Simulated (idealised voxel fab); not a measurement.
process module | voxel capacitor over wiring
cross-section cut | 300 nm wide | cells 5 nm
A cross-section is a grid of square cells, given in bands from the top down. A band is one or more rows of cells.
Each band's line starts with the height of the band's top and of its bottom, in nm. Then come its materials from left to right, each with its width in nm. One material with "throughout" fills the band from edge to edge. "air" is empty space.
Height 0 is the level under which the wafer as received is all one material. The lowest band goes on downwards, as in "0 down".
A width such as "30 to 40" changes by the same amount from each row of cells to the next, from the band's top row to its bottom row.
"no change" after a step means that no cell of the cross-section changed.
closed voids: empty space of 8 cells or more with no open way to the top, each as width x height at its distance from the left edge, in nm
after a step's settings: what the simulator itself notes on the step
overlay nm, on a step with a mask: how far to the right of its planned place the mask lay; to the left if negative
Each pair below shows a cross-section before one step and the cross-section after it, down to the lowest band that changed. The line under each pair gives the step between them, with its settings. The pairs can come from different runs of this module on the same starting wafer, so a pair continues from the pair above only where its "before" says so.
before
  0 down: Si throughout
  closed voids: none
after
  10 to 0: SiO2 throughout
  below 0: unchanged
  closed voids: none
the step between: op CONFORMAL_DEP | material SiO2 | thk nm 10
before: the cross-section after the pair above
after
  15 to 10: TiN throughout
  below 10: unchanged
  closed voids: none
the step between: op DIRECTIONAL_DEP | material TiN | thk nm 5
before: the cross-section after the pair above
after
  40 to 15: W throughout
  below 15: unchanged
  closed voids: none
the step between: op DIRECTIONAL_DEP | material W | thk nm 25
before: the cross-section after the pair above
after
  60 to 40: air 95 | resist 20 | air 65 | resist 20 | air 100
  below 40: unchanged
  closed voids: none
the step between: op PATTERN | tone cover | mask id METAL_1 | material resist | width nm 20 | pitch nm 85 | thk nm 20 | overlay nm 0
before: the cross-section after the pair above
after
  60 to 40: air 95 | resist 20 | air 65 | resist 20 | air 100
  40 to 15: air 95 | W 20 | air 65 | W 20 | air 100
  below 15: unchanged
  closed voids: none
the step between: op DIRECTIONAL_ETCH | etch materials W | depth nm 25
before: the cross-section after the pair above
after
  60 to 40: air 95 | resist 20 | air 65 | resist 20 | air 100
  40 to 15: air 95 | W 20 | air 65 | W 20 | air 100
  15 to 10: air 95 | TiN 20 | air 65 | TiN 20 | air 100
  below 10: unchanged
  closed voids: none
the step between: op DIRECTIONAL_ETCH | etch materials TiN | depth nm 5
before: the cross-section after the pair above
after
  40 to 15: air 95 | W 20 | air 65 | W 20 | air 100
  below 15: unchanged
  closed voids: none
the step between: op STRIP | etch materials resist
before: the cross-section after the pair above
after
  50 to 40: SiO2 throughout
  40 to 15: SiO2 95 | W 20 | SiO2 65 | W 20 | SiO2 100
  15 to 10: SiO2 95 | TiN 20 | SiO2 65 | TiN 20 | SiO2 100
  below 10: unchanged
  closed voids: none
the step between: op FILL_DEP | material SiO2 | thk nm 10
before: the cross-section after the pair above
after
  40 to 15: SiO2 95 | W 20 | SiO2 65 | W 20 | SiO2 100
  below 15: unchanged
  closed voids: none
the step between: op CMP | height nm 40
before: the cross-section after the pair above
after
  45 to 40: SiCN throughout
  below 40: unchanged
  closed voids: none
the step between: op CONFORMAL_DEP | material SiCN | thk nm 5
before: the cross-section after the pair above
after
  65 to 45: SiO2 throughout
  below 45: unchanged
  closed voids: none
the step between: op DIRECTIONAL_DEP | material SiO2 | thk nm 20
before: the cross-section after the pair above
after
  80 to 65: aC throughout
  below 65: unchanged
  closed voids: none
the step between: op DIRECTIONAL_DEP | material aC | thk nm 15
before: the cross-section after the pair above
after
  115 to 80: resist 100 | air 15 | resist 185
  below 80: unchanged
  closed voids: none
the step between: op PATTERN | tone open | mask id PLUG_1 | material resist | width nm 15 | thk nm 35 | overlay nm 0
before: the cross-section after the pair above
after
  100 to 80: resist 100 | air 15 | resist 185
  80 to 65: aC 100 | air 15 | aC 185
  below 65: unchanged
  closed voids: none
the step between: op DIRECTIONAL_ETCH | etch materials aC | depth nm 15
before: the cross-section after the pair above
after
  80 to 65: aC 100 | air 15 | aC 185
  below 65: unchanged
  closed voids: none
the step between: op STRIP | etch materials resist
before: the cross-section after the pair above
after
  80 to 65: aC 100 | air 15 | aC 185
  65 to 45: SiO2 100 | air 15 | SiO2 185
  below 45: unchanged
  closed voids: none
the step between: op DIRECTIONAL_ETCH | etch materials SiO2 | depth nm 20
before: the cross-section after the pair above
after
  80 to 65: aC 100 | air 15 | aC 185
  65 to 45: SiO2 100 | air 15 | SiO2 185
  45 to 40: SiCN 100 | air 15 | SiCN 185
  below 40: unchanged
  closed voids: none
the step between: op DIRECTIONAL_ETCH | etch materials SiCN | depth nm 5
before: the cross-section after the pair above
after
  65 to 45: SiO2 100 | air 15 | SiO2 185
  below 45: unchanged
  closed voids: none
the step between: op STRIP | etch materials aC
before: the cross-section after the pair above
after
  70 to 65: TiN 105 | air 5 | TiN 190
  65 to 45: SiO2 100 | TiN 5 | air 5 | TiN 5 | SiO2 185
  45 to 40: SiCN 100 | TiN 15 | SiCN 185
  below 40: unchanged
  closed voids: none
the step between: op CONFORMAL_DEP | material TiN | thk nm 5
before: the cross-section after the pair above
after
  80 to 70: Cu throughout
  70 to 65: TiN 105 | Cu 5 | TiN 190
  65 to 45: SiO2 100 | TiN 5 | Cu 5 | TiN 5 | SiO2 185
  below 45: unchanged
  closed voids: none
the step between: op FILL_DEP | material Cu | thk nm 10
before: the cross-section after the pair above
after
  65 to 45: SiO2 100 | TiN 5 | Cu 5 | TiN 5 | SiO2 185
  below 45: unchanged
  closed voids: none
the step between: op CMP | height nm 65
before: the cross-section after the pair above
after
  75 to 65: TiN throughout
  below 65: unchanged
  closed voids: none
the step between: op DIRECTIONAL_DEP | material TiN | thk nm 10
before: the cross-section after the pair above
after
  80 to 75: Al2O3 throughout
  below 75: unchanged
  closed voids: none
the step between: op DIRECTIONAL_DEP | material Al2O3 | thk nm 5
before: the cross-section after the pair above
after
  85 to 80: TiN throughout
  below 80: unchanged
  closed voids: none
the step between: op DIRECTIONAL_DEP | material TiN | thk nm 5
before: the cross-section after the pair above
after
  95 to 85: aC throughout
  below 85: unchanged
  closed voids: none
the step between: op DIRECTIONAL_DEP | material aC | thk nm 10
before: the cross-section after the pair above
after
  125 to 95: air 100 | resist 70 | air 130
  below 95: unchanged
  closed voids: none
the step between: op PATTERN | tone cover | mask id UPPER_PLATE | material resist | width nm 70 | thk nm 30 | overlay nm 0
before: the cross-section after the pair above
after
  115 to 95: air 100 | resist 70 | air 130
  95 to 85: air 100 | aC 70 | air 130
  below 85: unchanged
  closed voids: none
the step between: op DIRECTIONAL_ETCH | etch materials aC | depth nm 10
before: the cross-section after the pair above
after
  95 to 85: air 100 | aC 70 | air 130
  below 85: unchanged
  closed voids: none
the step between: op STRIP | etch materials resist
before: the cross-section after the pair above
after
  95 to 85: air 100 | aC 70 | air 130
  85 to 80: air 100 | TiN 70 | air 130
  below 80: unchanged
  closed voids: none
the step between: op DIRECTIONAL_ETCH | etch materials TiN | depth nm 5
before: the cross-section after the pair above
after
  95 to 85: air 100 | aC 70 | air 130
  85 to 80: air 100 | TiN 70 | air 130
  80 to 75: air 100 | Al2O3 70 | air 130
  below 75: unchanged
  closed voids: none
the step between: op DIRECTIONAL_ETCH | etch materials Al2O3 | depth nm 5
before: the cross-section after the pair above
after
  85 to 80: air 100 | TiN 70 | air 130
  below 80: unchanged
  closed voids: none
the step between: op STRIP | etch materials aC
before: the cross-section after the pair above
after
  95 to 85: air 100 | aC 70 | air 130
  85 to 80: aC 100 | TiN 70 | aC 130
  80 to 75: aC 100 | Al2O3 70 | aC 130
  below 75: unchanged
  closed voids: none
the step between: op DIRECTIONAL_DEP | material aC | thk nm 10
before: the cross-section after the pair above
after
  125 to 95: air 95 | resist 80 | air 125
  95 to 85: air 95 | resist 5 | aC 70 | resist 5 | air 125
  below 85: unchanged
  closed voids: none
the step between: op PATTERN | tone cover | mask id LOWER_PLATE | material resist | width nm 80 | thk nm 30 | overlay nm 0
before: the cross-section after the pair above
after
  115 to 95: air 95 | resist 80 | air 125
  95 to 85: air 95 | resist 5 | aC 70 | resist 5 | air 125
  85 to 80: air 95 | aC 5 | TiN 70 | aC 5 | air 125
  80 to 75: air 95 | aC 5 | Al2O3 70 | aC 5 | air 125
  below 75: unchanged
  closed voids: none
the step between: op DIRECTIONAL_ETCH | etch materials aC | depth nm 10
before: the cross-section after the pair above
after
  95 to 85: air 100 | aC 70 | air 130
  below 85: unchanged
  closed voids: none
the step between: op STRIP | etch materials resist
before: the cross-section after the pair above
after
  95 to 85: air 100 | aC 70 | air 130
  85 to 80: air 95 | aC 5 | TiN 70 | aC 5 | air 125
  80 to 75: air 95 | aC 5 | Al2O3 70 | aC 5 | air 125
  75 to 65: air 95 | TiN 80 | air 125
  below 65: unchanged
  closed voids: none
the step between: op DIRECTIONAL_ETCH | etch materials TiN | depth nm 10
before: the cross-section after the pair above
after
  85 to 80: air 100 | TiN 70 | air 130
  80 to 75: air 100 | Al2O3 70 | air 130
  below 75: unchanged
  closed voids: none
the step between: op STRIP | etch materials aC
before: the cross-section after the pair above
after
  105 to 85: SiO2 throughout
  85 to 80: SiO2 100 | TiN 70 | SiO2 130
  80 to 75: SiO2 100 | Al2O3 70 | SiO2 130
  75 to 65: SiO2 95 | TiN 80 | SiO2 125
  below 65: unchanged
  closed voids: none
the step between: op FILL_DEP | material SiO2 | thk nm 20
before: the cross-section after the pair above
after
  100 to 85: SiO2 throughout
  below 85: unchanged
  closed voids: none
the step between: op CMP | height nm 100
before: the cross-section after the pair above
after
  115 to 100: resist 110 | air 15 | resist 175
  below 100: unchanged
  closed voids: none
the step between: op PATTERN | tone open | mask id PLUG_2 | material resist | width nm 15 | thk nm 15 | overlay nm 0
before: the cross-section after the pair above
after
  115 to 100: resist 110 | air 15 | resist 175
  100 to 85: SiO2 110 | air 15 | SiO2 175
  below 85: unchanged
  closed voids: none
the step between: op DIRECTIONAL_ETCH | etch materials SiO2 | depth nm 15
before: the cross-section after the pair above
after
  100 to 85: SiO2 110 | air 15 | SiO2 175
  below 85: unchanged
  closed voids: none
the step between: op STRIP | etch materials resist
before: the cross-section after the pair above
after
  105 to 100: TiN 115 | air 5 | TiN 180
  100 to 90: SiO2 110 | TiN 5 | air 5 | TiN 5 | SiO2 175
  90 to 80: SiO2 110 to 100 | TiN 15 to 70 | SiO2 175 to 130
  below 80: unchanged
  closed voids: none
the step between: op CONFORMAL_DEP | material TiN | thk nm 5
before: the cross-section after the pair above
after
  115 to 105: W throughout
  105 to 100: TiN 115 | W 5 | TiN 180
  100 to 90: SiO2 110 | TiN 5 | W 5 | TiN 5 | SiO2 175
  below 90: unchanged
  closed voids: none
the step between: op FILL_DEP | material W | thk nm 10
before: the cross-section after the pair above
after
  100 to 90: SiO2 110 | TiN 5 | W 5 | TiN 5 | SiO2 175
  below 90: unchanged
  closed voids: none
the step between: op CMP | height nm 100
before: the cross-section after the pair above
after
  105 to 100: SiCN throughout
  below 100: unchanged
  closed voids: none
the step between: op CONFORMAL_DEP | material SiCN | thk nm 5
before
  80 to 75: Al2O3 throughout
  75 to 65: TiN throughout
  65 to 45: SiO2 100 | TiN 5 | Cu 5 | TiN 5 | SiO2 185
  45 to 40: SiCN 100 | TiN 15 | SiCN 185
  40 to 15: SiO2 95 | W 20 | SiO2 65 | W 20 | SiO2 100
  15 to 10: SiO2 95 | TiN 20 | SiO2 65 | TiN 20 | SiO2 100
  10 to 0: SiO2 throughout
  0 down: Si throughout
  closed voids: none
after
  90 to 80: aC throughout
  below 80: unchanged
  closed voids: none
the step between: op DIRECTIONAL_DEP | material aC | thk nm 10
before: the cross-section after the pair above
after
  120 to 90: air 100 | resist 70 | air 130
  below 90: unchanged
  closed voids: none
the step between: op PATTERN | tone cover | mask id UPPER_PLATE | material resist | width nm 70 | thk nm 30 | overlay nm 0
before: the cross-section after the pair above
after
  110 to 90: air 100 | resist 70 | air 130
  90 to 80: air 100 | aC 70 | air 130
  below 80: unchanged
  closed voids: none
the step between: op DIRECTIONAL_ETCH | etch materials aC | depth nm 10
before: the cross-section after the pair above
after
  90 to 80: air 100 | aC 70 | air 130
  below 80: unchanged
  closed voids: none
the step between: op STRIP | etch materials resist
before: the cross-section after the pair above
after
  90 to 80: air 100 | aC 70 | air 130
  80 to 75: air 100 | Al2O3 70 | air 130
  below 75: unchanged
  closed voids: none
the step between: op DIRECTIONAL_ETCH | etch materials Al2O3 | depth nm 5
before: the cross-section after the pair above
after
  80 to 75: air 100 | Al2O3 70 | air 130
  below 75: unchanged
  closed voids: none
the step between: op STRIP | etch materials aC
before: the cross-section after the pair above
after
  90 to 85: air 100 | aC 70 | air 130
  85 to 80: aC throughout
  80 to 75: aC 100 | Al2O3 70 | aC 130
  below 75: unchanged
  closed voids: none
the step between: op DIRECTIONAL_DEP | material aC | thk nm 10
before: the cross-section after the pair above
after
  120 to 90: air 95 | resist 80 | air 125
  90 to 85: air 95 | resist 5 | aC 70 | resist 5 | air 125
  below 85: unchanged
  closed voids: none
the step between: op PATTERN | tone cover | mask id LOWER_PLATE | material resist | width nm 80 | thk nm 30 | overlay nm 0
before: the cross-section after the pair above
after
  110 to 90: air 95 | resist 80 | air 125
  90 to 85: air 95 | resist 5 | aC 70 | resist 5 | air 125
  85 to 80: air 95 | aC 80 | air 125
  80 to 75: air 95 | aC 5 | Al2O3 70 | aC 5 | air 125
  below 75: unchanged
  closed voids: none
the step between: op DIRECTIONAL_ETCH | etch materials aC | depth nm 10
before: the cross-section after the pair above
after
  90 to 80: air 100 to 95 | aC 70 to 80 | air 130 to 125
  below 80: unchanged
  closed voids: none
the step between: op STRIP | etch materials resist
before: the cross-section after the pair above
after
  90 to 80: air 100 to 95 | aC 70 to 80 | air 130 to 125
  80 to 75: air 95 | aC 5 | Al2O3 70 | aC 5 | air 125
  75 to 65: air 95 | TiN 80 | air 125
  below 65: unchanged
  closed voids: none
the step between: op DIRECTIONAL_ETCH | etch materials TiN | depth nm 10
before: the cross-section after the pair above
after
  80 to 75: air 100 | Al2O3 70 | air 130
  below 75: unchanged
  closed voids: none
the step between: op STRIP | etch materials aC
before: the cross-section after the pair above
after
  100 to 80: SiO2 throughout
  80 to 75: SiO2 100 | Al2O3 70 | SiO2 130
  75 to 65: SiO2 95 | TiN 80 | SiO2 125
  below 65: unchanged
  closed voids: none
the step between: op FILL_DEP | material SiO2 | thk nm 20
before: the cross-section after the pair above
after
  115 to 100: resist 110 | air 15 | resist 175
  below 100: unchanged
  closed voids: none
the step between: op PATTERN | tone open | mask id PLUG_2 | material resist | width nm 15 | thk nm 15 | overlay nm 0
before: the cross-section after the pair above
after
  115 to 100: resist 110 | air 15 | resist 175
  100 to 85: SiO2 110 | air 15 | SiO2 175
  below 85: unchanged
  closed voids: none
the step between: op DIRECTIONAL_ETCH | etch materials SiO2 | depth nm 15
before: the cross-section after the pair above
after
  100 to 85: SiO2 110 | air 15 | SiO2 175
  below 85: unchanged
  closed voids: none
the step between: op STRIP | etch materials resist
before: the cross-section after the pair above
after
  105 to 100: TiN 115 | air 5 | TiN 180
  100 to 90: SiO2 110 | TiN 5 | air 5 | TiN 5 | SiO2 175
  90 to 85: SiO2 110 | TiN 15 | SiO2 175
  below 85: unchanged
  closed voids: none
the step between: op CONFORMAL_DEP | material TiN | thk nm 5
before: the cross-section after the pair above
after
  115 to 105: W throughout
  105 to 100: TiN 115 | W 5 | TiN 180
  100 to 90: SiO2 110 | TiN 5 | W 5 | TiN 5 | SiO2 175
  below 90: unchanged
  closed voids: none
the step between: op FILL_DEP | material W | thk nm 10
before: the cross-section after the pair above
after
  100 to 90: SiO2 110 | TiN 5 | W 5 | TiN 5 | SiO2 175
  below 90: unchanged
  closed voids: none
the step between: op CMP | height nm 100
before: the cross-section after the pair above
after
  105 to 100: SiCN throughout
  below 100: unchanged
  closed voids: none
the step between: op CONFORMAL_DEP | material SiCN | thk nm 5
before
  40 to 15: SiO2 95 | W 20 | SiO2 65 | W 20 | SiO2 100
  15 to 10: SiO2 95 | TiN 20 | SiO2 65 | TiN 20 | SiO2 100
  10 to 0: SiO2 throughout
  0 down: Si throughout
  closed voids: none
after
  60 to 40: SiO2 throughout
  below 40: unchanged
  closed voids: none
the step between: op DIRECTIONAL_DEP | material SiO2 | thk nm 20
before: the cross-section after the pair above
after
  65 to 60: SiCN throughout
  below 60: unchanged
  closed voids: none
the step between: op CONFORMAL_DEP | material SiCN | thk nm 5
before: the cross-section after the pair above
after
  80 to 65: aC throughout
  below 65: unchanged
  closed voids: none
the step between: op DIRECTIONAL_DEP | material aC | thk nm 15
before: the cross-section after the pair above
after
  115 to 80: resist 100 | air 15 | resist 185
  below 80: unchanged
  closed voids: none
the step between: op PATTERN | tone open | mask id PLUG_1 | material resist | width nm 15 | thk nm 35 | overlay nm 0
before: the cross-section after the pair above
after
  100 to 80: resist 100 | air 15 | resist 185
  80 to 65: aC 100 | air 15 | aC 185
  below 65: unchanged
  closed voids: none
the step between: op DIRECTIONAL_ETCH | etch materials aC | depth nm 15
before: the cross-section after the pair above
after
  80 to 65: aC 100 | air 15 | aC 185
  below 65: unchanged
  closed voids: none
the step between: op STRIP | etch materials resist
before: the cross-section after the pair above
after
  80 to 65: aC 100 | air 15 | aC 185
  65 to 60: SiCN 100 | air 15 | SiCN 185
  below 60: unchanged
  closed voids: none
the step between: op DIRECTIONAL_ETCH | etch materials SiCN | depth nm 5
before: the cross-section after the pair above
after
  65 to 60: SiCN 100 | air 15 | SiCN 185
  below 60: unchanged
  closed voids: none
the step between: op STRIP | etch materials aC
before: the cross-section after the pair above
after
  70 to 65: TiN 105 | air 5 | TiN 190
  65 to 60: SiCN 100 | TiN 15 | SiCN 185
  below 60: unchanged
  closed voids: none
the step between: op CONFORMAL_DEP | material TiN | thk nm 5
before: the cross-section after the pair above
after
  80 to 70: Cu throughout
  70 to 65: TiN 105 | Cu 5 | TiN 190
  below 65: unchanged
  closed voids: none
the step between: op FILL_DEP | material Cu | thk nm 10
before: the cross-section after the pair above
after
  65 to 60: SiCN 100 | TiN 15 | SiCN 185
  below 60: unchanged
  closed voids: none
the step between: op CMP | height nm 65
before: the cross-section after the pair above
after
  75 to 65: TiN throughout
  below 65: unchanged
  closed voids: none
the step between: op DIRECTIONAL_DEP | material TiN | thk nm 10
before: the cross-section after the pair above
after
  80 to 75: Al2O3 throughout
  below 75: unchanged
  closed voids: none
the step between: op DIRECTIONAL_DEP | material Al2O3 | thk nm 5
before: the cross-section after the pair above
after
  85 to 80: TiN throughout
  below 80: unchanged
  closed voids: none
the step between: op DIRECTIONAL_DEP | material TiN | thk nm 5
before: the cross-section after the pair above
after
  95 to 85: aC throughout
  below 85: unchanged
  closed voids: none
the step between: op DIRECTIONAL_DEP | material aC | thk nm 10
before: the cross-section after the pair above
after
  125 to 95: air 100 | resist 70 | air 130
  below 95: unchanged
  closed voids: none
the step between: op PATTERN | tone cover | mask id UPPER_PLATE | material resist | width nm 70 | thk nm 30 | overlay nm 0
before: the cross-section after the pair above
after
  115 to 95: air 100 | resist 70 | air 130
  95 to 85: air 100 | aC 70 | air 130
  below 85: unchanged
  closed voids: none
the step between: op DIRECTIONAL_ETCH | etch materials aC | depth nm 10
before: the cross-section after the pair above
after
  95 to 85: air 100 | aC 70 | air 130
  below 85: unchanged
  closed voids: none
the step between: op STRIP | etch materials resist
before: the cross-section after the pair above
after
  95 to 85: air 100 | aC 70 | air 130
  85 to 80: air 100 | TiN 70 | air 130
  below 80: unchanged
  closed voids: none
the step between: op DIRECTIONAL_ETCH | etch materials TiN | depth nm 5
before: the cross-section after the pair above
after
  95 to 85: air 100 | aC 70 | air 130
  85 to 80: air 100 | TiN 70 | air 130
  80 to 75: air 100 | Al2O3 70 | air 130
  below 75: unchanged
  closed voids: none
the step between: op DIRECTIONAL_ETCH | etch materials Al2O3 | depth nm 5
before: the cross-section after the pair above
after
  85 to 80: air 100 | TiN 70 | air 130
  below 80: unchanged
  closed voids: none
the step between: op STRIP | etch materials aC
before: the cross-section after the pair above
after
  95 to 85: air 100 | aC 70 | air 130
  85 to 80: aC 100 | TiN 70 | aC 130
  80 to 75: aC 100 | Al2O3 70 | aC 130
  below 75: unchanged
  closed voids: none
the step between: op DIRECTIONAL_DEP | material aC | thk nm 10
before: the cross-section after the pair above
after
  125 to 95: air 95 | resist 80 | air 125
  95 to 85: air 95 | resist 5 | aC 70 | resist 5 | air 125
  below 85: unchanged
  closed voids: none
the step between: op PATTERN | tone cover | mask id LOWER_PLATE | material resist | width nm 80 | thk nm 30 | overlay nm 0
before: the cross-section after the pair above
after
  115 to 95: air 95 | resist 80 | air 125
  95 to 85: air 95 | resist 5 | aC 70 | resist 5 | air 125
  85 to 80: air 95 | aC 5 | TiN 70 | aC 5 | air 125
  80 to 75: air 95 | aC 5 | Al2O3 70 | aC 5 | air 125
  below 75: unchanged
  closed voids: none
the step between: op DIRECTIONAL_ETCH | etch materials aC | depth nm 10
before: the cross-section after the pair above
after
  95 to 85: air 100 | aC 70 | air 130
  below 85: unchanged
  closed voids: none
the step between: op STRIP | etch materials resist
before: the cross-section after the pair above
after
  95 to 85: air 100 | aC 70 | air 130
  85 to 80: air 95 | aC 5 | TiN 70 | aC 5 | air 125
  80 to 75: air 95 | aC 5 | Al2O3 70 | aC 5 | air 125
  75 to 65: air 95 | TiN 80 | air 125
  below 65: unchanged
  closed voids: none
the step between: op DIRECTIONAL_ETCH | etch materials TiN | depth nm 10
before: the cross-section after the pair above
after
  85 to 80: air 100 | TiN 70 | air 130
  80 to 75: air 100 | Al2O3 70 | air 130
  below 75: unchanged
  closed voids: none
the step between: op STRIP | etch materials aC
before: the cross-section after the pair above
after
  105 to 85: SiO2 throughout
  85 to 80: SiO2 100 | TiN 70 | SiO2 130
  80 to 75: SiO2 100 | Al2O3 70 | SiO2 130
  75 to 65: SiO2 95 | TiN 80 | SiO2 125
  below 65: unchanged
  closed voids: none
the step between: op FILL_DEP | material SiO2 | thk nm 20
before: the cross-section after the pair above
after
  100 to 85: SiO2 throughout
  below 85: unchanged
  closed voids: none
the step between: op CMP | height nm 100
before: the cross-section after the pair above
after
  115 to 100: resist 110 | air 15 | resist 175
  below 100: unchanged
  closed voids: none
the step between: op PATTERN | tone open | mask id PLUG_2 | material resist | width nm 15 | thk nm 15 | overlay nm 0
before: the cross-section after the pair above
after
  115 to 100: resist 110 | air 15 | resist 175
  100 to 85: SiO2 110 | air 15 | SiO2 175
  below 85: unchanged
  closed voids: none
the step between: op DIRECTIONAL_ETCH | etch materials SiO2 | depth nm 15
before: the cross-section after the pair above
after
  100 to 85: SiO2 110 | air 15 | SiO2 175
  below 85: unchanged
  closed voids: none
the step between: op STRIP | etch materials resist
before: the cross-section after the pair above
after
  105 to 100: TiN 115 | air 5 | TiN 180
  100 to 90: SiO2 110 | TiN 5 | air 5 | TiN 5 | SiO2 175
  90 to 80: SiO2 110 to 100 | TiN 15 to 70 | SiO2 175 to 130
  below 80: unchanged
  closed voids: none
the step between: op CONFORMAL_DEP | material TiN | thk nm 5
before: the cross-section after the pair above
after
  115 to 105: W throughout
  105 to 100: TiN 115 | W 5 | TiN 180
  100 to 90: SiO2 110 | TiN 5 | W 5 | TiN 5 | SiO2 175
  below 90: unchanged
  closed voids: none
the step between: op FILL_DEP | material W | thk nm 10
before: the cross-section after the pair above
after
  100 to 90: SiO2 110 | TiN 5 | W 5 | TiN 5 | SiO2 175
  below 90: unchanged
  closed voids: none
the step between: op CMP | height nm 100
before: the cross-section after the pair above
after
  105 to 100: SiCN throughout
  below 100: unchanged
  closed voids: none
the step between: op CONFORMAL_DEP | material SiCN | thk nm 5
before
  80 to 70: Cu throughout
  70 to 65: TiN 105 | Cu 5 | TiN 190
  65 to 45: SiO2 100 | TiN 5 | Cu 5 | TiN 5 | SiO2 185
  45 to 40: SiCN 100 | TiN 15 | SiCN 185
  40 to 15: SiO2 95 | W 20 | SiO2 65 | W 20 | SiO2 100
  15 to 10: SiO2 95 | TiN 20 | SiO2 65 | TiN 20 | SiO2 100
  10 to 0: SiO2 throughout
  0 down: Si throughout
  closed voids: none
after
  75 to 70: Cu throughout
  below 70: unchanged
  closed voids: none
the step between: op CMP | height nm 75
before: the cross-section after the pair above
after
  85 to 75: TiN throughout
  below 75: unchanged
  closed voids: none
the step between: op DIRECTIONAL_DEP | material TiN | thk nm 10
before: the cross-section after the pair above
after
  90 to 85: Al2O3 throughout
  below 85: unchanged
  closed voids: none
the step between: op DIRECTIONAL_DEP | material Al2O3 | thk nm 5
before: the cross-section after the pair above
after
  95 to 90: TiN throughout
  below 90: unchanged
  closed voids: none
the step between: op DIRECTIONAL_DEP | material TiN | thk nm 5
before: the cross-section after the pair above
after
  105 to 95: aC throughout
  below 95: unchanged
  closed voids: none
the step between: op DIRECTIONAL_DEP | material aC | thk nm 10
before: the cross-section after the pair above
after
  135 to 105: air 100 | resist 70 | air 130
  below 105: unchanged
  closed voids: none
the step between: op PATTERN | tone cover | mask id UPPER_PLATE | material resist | width nm 70 | thk nm 30 | overlay nm 0
before: the cross-section after the pair above
after
  125 to 105: air 100 | resist 70 | air 130
  105 to 95: air 100 | aC 70 | air 130
  below 95: unchanged
  closed voids: none
the step between: op DIRECTIONAL_ETCH | etch materials aC | depth nm 10
before: the cross-section after the pair above
after
  105 to 95: air 100 | aC 70 | air 130
  below 95: unchanged
  closed voids: none
the step between: op STRIP | etch materials resist
before: the cross-section after the pair above
after
  105 to 95: air 100 | aC 70 | air 130
  95 to 90: air 100 | TiN 70 | air 130
  below 90: unchanged
  closed voids: none
the step between: op DIRECTIONAL_ETCH | etch materials TiN | depth nm 5
before: the cross-section after the pair above
after
  105 to 95: air 100 | aC 70 | air 130
  95 to 90: air 100 | TiN 70 | air 130
  90 to 85: air 100 | Al2O3 70 | air 130
  below 85: unchanged
  closed voids: none
the step between: op DIRECTIONAL_ETCH | etch materials Al2O3 | depth nm 5
before: the cross-section after the pair above
after
  95 to 90: air 100 | TiN 70 | air 130
  below 90: unchanged
  closed voids: none
the step between: op STRIP | etch materials aC
before: the cross-section after the pair above
after
  105 to 95: air 100 | aC 70 | air 130
  95 to 90: aC 100 | TiN 70 | aC 130
  90 to 85: aC 100 | Al2O3 70 | aC 130
  below 85: unchanged
  closed voids: none
the step between: op DIRECTIONAL_DEP | material aC | thk nm 10
before: the cross-section after the pair above
after
  135 to 105: air 95 | resist 80 | air 125
  105 to 95: air 95 | resist 5 | aC 70 | resist 5 | air 125
  below 95: unchanged
  closed voids: none
the step between: op PATTERN | tone cover | mask id LOWER_PLATE | material resist | width nm 80 | thk nm 30 | overlay nm 0
before: the cross-section after the pair above
after
  125 to 105: air 95 | resist 80 | air 125
  105 to 95: air 95 | resist 5 | aC 70 | resist 5 | air 125
  95 to 90: air 95 | aC 5 | TiN 70 | aC 5 | air 125
  90 to 85: air 95 | aC 5 | Al2O3 70 | aC 5 | air 125
  below 85: unchanged
  closed voids: none
the step between: op DIRECTIONAL_ETCH | etch materials aC | depth nm 10
before: the cross-section after the pair above
after
  105 to 95: air 100 | aC 70 | air 130
  below 95: unchanged
  closed voids: none
the step between: op STRIP | etch materials resist
before: the cross-section after the pair above
after
  105 to 95: air 100 | aC 70 | air 130
  95 to 90: air 95 | aC 5 | TiN 70 | aC 5 | air 125
  90 to 85: air 95 | aC 5 | Al2O3 70 | aC 5 | air 125
  85 to 75: air 95 | TiN 80 | air 125
  below 75: unchanged
  closed voids: none
the step between: op DIRECTIONAL_ETCH | etch materials TiN | depth nm 10
before: the cross-section after the pair above
after
  95 to 90: air 100 | TiN 70 | air 130
  90 to 85: air 100 | Al2O3 70 | air 130
  below 85: unchanged
  closed voids: none
the step between: op STRIP | etch materials aC
before: the cross-section after the pair above
after
  115 to 95: SiO2 throughout
  95 to 90: SiO2 100 | TiN 70 | SiO2 130
  90 to 85: SiO2 100 | Al2O3 70 | SiO2 130
  85 to 75: SiO2 95 | TiN 80 | SiO2 125
  below 75: unchanged
  closed voids: none
the step between: op FILL_DEP | material SiO2 | thk nm 20
before: the cross-section after the pair above
after
  100 to 95: SiO2 throughout
  below 95: unchanged
  closed voids: none
the step between: op CMP | height nm 100
before: the cross-section after the pair above
after
  115 to 100: resist 110 | air 15 | resist 175
  below 100: unchanged
  closed voids: none
the step between: op PATTERN | tone open | mask id PLUG_2 | material resist | width nm 15 | thk nm 15 | overlay nm 0
before: the cross-section after the pair above
after
  115 to 100: resist 110 | air 15 | resist 175
  100 to 95: SiO2 110 | air 15 | SiO2 175
  below 95: unchanged
  closed voids: none
the step between: op DIRECTIONAL_ETCH | etch materials SiO2 | depth nm 15
before: the cross-section after the pair above
after
  100 to 95: SiO2 110 | air 15 | SiO2 175
  below 95: unchanged
  closed voids: none
the step between: op STRIP | etch materials resist
before: the cross-section after the pair above
after
  105 to 100: TiN 115 | air 5 | TiN 180
  100 to 90: SiO2 110 to 100 | TiN 15 to 70 | SiO2 175 to 130
  below 90: unchanged
  closed voids: none
the step between: op CONFORMAL_DEP | material TiN | thk nm 5
before: the cross-section after the pair above
after
  115 to 105: W throughout
  105 to 100: TiN 115 | W 5 | TiN 180
  below 100: unchanged
  closed voids: none
the step between: op FILL_DEP | material W | thk nm 10
before: the cross-section after the pair above
after
  100 to 90: SiO2 110 to 100 | TiN 15 to 70 | SiO2 175 to 130
  below 90: unchanged
  closed voids: none
the step between: op CMP | height nm 100
before: the cross-section after the pair above
after
  105 to 100: SiCN throughout
  below 100: unchanged
  closed voids: none
the step between: op CONFORMAL_DEP | material SiCN | thk nm 5
before
  95 to 85: air 100 | aC 70 | air 130
  85 to 80: aC 100 | TiN 70 | aC 130
  80 to 75: aC 100 | Al2O3 70 | aC 130
  75 to 65: TiN throughout
  65 to 45: SiO2 100 | TiN 5 | Cu 5 | TiN 5 | SiO2 185
  45 to 40: SiCN 100 | TiN 15 | SiCN 185
  40 to 15: SiO2 95 | W 20 | SiO2 65 | W 20 | SiO2 100
  15 to 10: SiO2 95 | TiN 20 | SiO2 65 | TiN 20 | SiO2 100
  10 to 0: SiO2 throughout
  0 down: Si throughout
  closed voids: none
after
  125 to 95: air 95 | resist 85 | air 120
  95 to 85: air 95 | resist 5 | aC 70 | resist 10 | air 120
  below 85: unchanged
  closed voids: none
the step between: op PATTERN | tone cover | mask id LOWER_PLATE | material resist | width nm 85 | thk nm 30 | overlay nm 0
